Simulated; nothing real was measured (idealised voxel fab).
A process module follows: voxel transistor to metal.
Shown is cross-section cut, with a width of 185 nm and square cells of size 5 nm.
This document writes a cross-section as a grid whose cells are square, and gives it as bands, listed from the top down; one or more rows of cells form a band. Read a band's entry like this: the first values are the height of its top and the height of its bottom in nm, and what follows is the sequence of materials from left to right, each with its width in nm. Note that "empty" is empty space, and that a single material marked "everywhere" reaches across the band from edge to edge. Below 0: as-received wafer, all one material; heights counted from there. Lowest band: no bottom, goes on down, written "0..down". Quick explanation for "30 to 40": the width changes in equal steps down the rows of cells, from the first number in the band's top row to the second number in its bottom row. Reading "no alterations made" for a step: not a cell of the cross-section changed in it. What "Sealed void list" gives you is every empty space of 8 cells or more that is cut off from the top. Each appears as width x height at distance, with the distance taken from the left edge and width, height and distance all in nm. Step line, after settings: the simulator's comment on this step. overlay nm: right-of-plan distance of the mask on a masked step; negative values mean left-of-plan.

## Process steps (planned)
- 1: op RECEIVE | material Si
- 2: op OXIDIZE | depth nm 5
- 3: op CONFORMAL_DEP | material SiN | thk nm 10
- 4: op DIRECTIONAL_DEP | material aC | thk nm 10
- 5: op PATTERN | tone cover | mask id ACTIVE | material resist | width nm 120 | thk nm 25 | overlay nm 0
- 6: op DIRECTIONAL_ETCH | etch materials aC | depth nm 10
- 7: op STRIP | etch materials resist
- 8: op DIRECTIONAL_ETCH | etch materials SiN | depth nm 10
- 9: op DIRECTIONAL_ETCH | etch materials SiO2 | depth nm 5
- 10: op DIRECTIONAL_ETCH | etch materials Si | depth nm 20
- 11: op STRIP | etch materials aC
- 12: op OXIDIZE | depth nm 5
- 13: op FILL_DEP | material SiO2 | thk nm 5
- 14: op CMP | height nm 10
- 15: op SELECTIVE_ETCH | etch materials SiO2 | depth nm 5
- 16: op STRIP | etch materials SiN
- 17: op SELECTIVE_ETCH | etch materials SiO2 | depth nm 5
- 18: op OXIDIZE | depth nm 5
- 19: op DIRECTIONAL_DEP | material polySi | thk nm 25
- 20: op DIRECTIONAL_DEP | material SiCN | thk nm 10
- 21: op PATTERN | tone cover | mask id GATE | material resist | width nm 30 | thk nm 15 | overlay nm 0
- 22: op DIRECTIONAL_ETCH | etch materials SiCN | depth nm 20
- 23: op DIRECTIONAL_ETCH | etch materials polySi | depth nm 35
- 24: op STRIP | etch materials resist
- 25: op CONFORMAL_DEP | material SiO2 | thk nm 5
- 26: op DIRECTIONAL_ETCH | etch materials SiO2 | depth nm 5
- 27: op CONFORMAL_DEP | material SiN | thk nm 5
- 28: op DIRECTIONAL_ETCH | etch materials SiN | depth nm 5
- 29: op DIRECTIONAL_ETCH | etch materials SiO2 | depth nm 5
- 30: op DIRECTIONAL_ETCH | etch materials Si | depth nm 5
- 31: op EPI | material SiGe | thk nm 5
- 32: op FILL_DEP | material SiO2 | thk nm 5
- 33: op CMP | height nm 20
- 34: op STRIP | etch materials polySi
- 35: op SELECTIVE_ETCH | etch materials SiO2 | depth nm 5
- 36: op CONFORMAL_DEP | material HfO2 | thk nm 5
- 37: op CONFORMAL_DEP | material TiN | thk nm 5
- 38: op FILL_DEP | material W | thk nm 5
- 39: op CMP | height nm 15
- 40: op DIRECTIONAL_DEP | material SiO2 | thk nm 15
- 41: op PATTERN | tone open | mask id CONTACT | material resist | width nm 15 | pitch nm 85 | thk nm 15 | overlay nm 0
- 42: op DIRECTIONAL_ETCH | etch materials SiO2 | depth nm 40
- 43: op STRIP | etch materials resist
- 44: op CONFORMAL_DEP | material TiN | thk nm 5
- 45: op FILL_DEP | material Ru | thk nm 10
- 46: op CMP | height nm 30
- 47: op CONFORMAL_DEP | material SiN | thk nm 5
- 48: op DIRECTIONAL_DEP | material SiO2 | thk nm 25
- 49: op PATTERN | tone open | mask id METAL_1 | material resist | width nm 15 | pitch nm 85 | thk nm 20 | overlay nm 0
- 50: op DIRECTIONAL_ETCH | etch materials SiO2 | depth nm 25
- 51: op DIRECTIONAL_ETCH | etch materials SiN | depth nm 5
- 52: op STRIP | etch materials resist
- 53: op CONFORMAL_DEP | material TiN | thk nm 5
- 54: op FILL_DEP | material Cu | thk nm 10
- 55: op CMP | height nm 60
- 56: op CONFORMAL_DEP | material SiCN | thk nm 5
Across this set of wafers, the varied parameter is the depth nm of step 35. Starting conditions are identical for every wafer, and the plan reports the value assigned to the first wafer.

## After step 1, as received: first of several wafers, cross-section
    0..down = Si everywhere
    Sealed void list: none

## End-of-module cross-section, first of several wafers, after last step 56
    65..60 = SiCN everywhere
    60..35 = SiO2 40 | TiN 5 | Cu 5 | TiN 5 | SiO2 70 | TiN 5 | Cu 5 | TiN 5 | SiO2 45
    35..30 = SiN 40 | TiN 15 | SiN 70 | TiN 15 | SiN 45
    30..15 = SiO2 40 | TiN 5 | Ru 5 | TiN 5 | SiO2 70 | TiN 5 | Ru 5 | TiN 5 | SiO2 45
    15..0 = SiO2 40 | TiN 5 | Ru 5 | TiN 5 | SiO2 10 | SiN 5 | HfO2 5 | TiN 5 | W 20 | TiN 5 | HfO2 5 | SiN 5 | SiO2 10 | TiN 5 | Ru 5 | TiN 5 | SiO2 45
    0..-5 = SiO2 30 | SiN 5 | SiO2 5 | TiN 5 | Ru 5 | TiN 5 | SiO2 10 | SiN 5 | HfO2 5 | TiN 30 | HfO2 5 | SiN 5 | SiO2 10 | TiN 5 | Ru 5 | TiN 5 | SiO2 5 | SiN 5 | SiO2 35
    -5..-10 = SiO2 40 | TiN 15 | SiO2 5 | SiGe 5 | SiO2 5 | HfO2 40 | SiO2 5 | SiGe 5 | SiO2 5 | TiN 15 | SiO2 45
    -10..-15 = SiO2 35 | SiGe 30 | Si 50 | SiGe 30 | SiO2 40
    -15..-30 = SiO2 35 | Si 110 | SiO2 40
    -30..down = Si everywhere
    Sealed void list: none

## Here we cross-sectioned the last of the wafers once the module was done
    65..60 = SiCN everywhere
    60..35 = SiO2 40 | TiN 5 | Cu 5 | TiN 5 | SiO2 70 | TiN 5 | Cu 5 | TiN 5 | SiO2 45
    35..30 = SiN 40 | TiN 15 | SiN 70 | TiN 15 | SiN 45
    30..20 = SiO2 40 | TiN 5 | Ru 5 | TiN 5 | SiO2 70 | TiN 5 | Ru 5 | TiN 5 | SiO2 45
    20..15 = SiO2 40 | TiN 15 | SiO2 70 | TiN 15 | SiO2 45
    15..10 = W 55 | TiN 5 | HfO2 5 | SiN 5 | HfO2 5 | TiN 5 | W 20 | TiN 5 | HfO2 5 | SiN 5 | HfO2 5 | TiN 5 | W 60
    10..5 = TiN 60 | HfO2 5 | SiN 5 | HfO2 5 | TiN 5 | W 20 | TiN 5 | HfO2 5 | SiN 5 | HfO2 5 | TiN 65
    5..0 = HfO2 65 | SiN 5 | HfO2 5 | TiN 5 | W 20 | TiN 5 | HfO2 5 | SiN 5 | HfO2 70
    0..-5 = SiO2 30 | SiN 5 | SiO2 30 | SiN 5 | HfO2 5 | TiN 30 | HfO2 5 | SiN 5 | SiO2 30 | SiN 5 | SiO2 35
    -5..-10 = SiO2 60 | SiGe 5 | HfO2 50 | SiGe 5 | SiO2 65
    -10..-15 = SiO2 35 | SiGe 30 | Si 50 | SiGe 30 | SiO2 40
    -15..-30 = SiO2 35 | Si 110 | SiO2 40
    -30..down = Si everywhere
    Sealed void list: none

## End of module, by wafer: material-by-material cell gain (+) or loss (-) since receipt, then closed voids
depth nm 5, +10 Cu, +16 HfO2, +14 Ru, -146 Si, +37 SiCN, +14 SiGe, +41 SiN, +411 SiO2, +72 TiN, +12 W, Sealed void list: none
depth nm 10, +10 Cu, +45 HfO2, +4 Ru, -146 Si, +37 SiCN, +14 SiGe, +41 SiN, +412 SiO2, +52 TiN, +12 W, Sealed void list: none
depth nm 15, +10 Cu, +47 HfO2, +4 Ru, -146 Si, +37 SiCN, +14 SiGe, +41 SiN, +385 SiO2, +77 TiN, +12 W, Sealed void list: none
depth nm 20, +10 Cu, +49 HfO2, +4 Ru, -146 Si, +37 SiCN, +14 SiGe, +41 SiN, +358 SiO2, +79 TiN, +35 W, Sealed void list: none
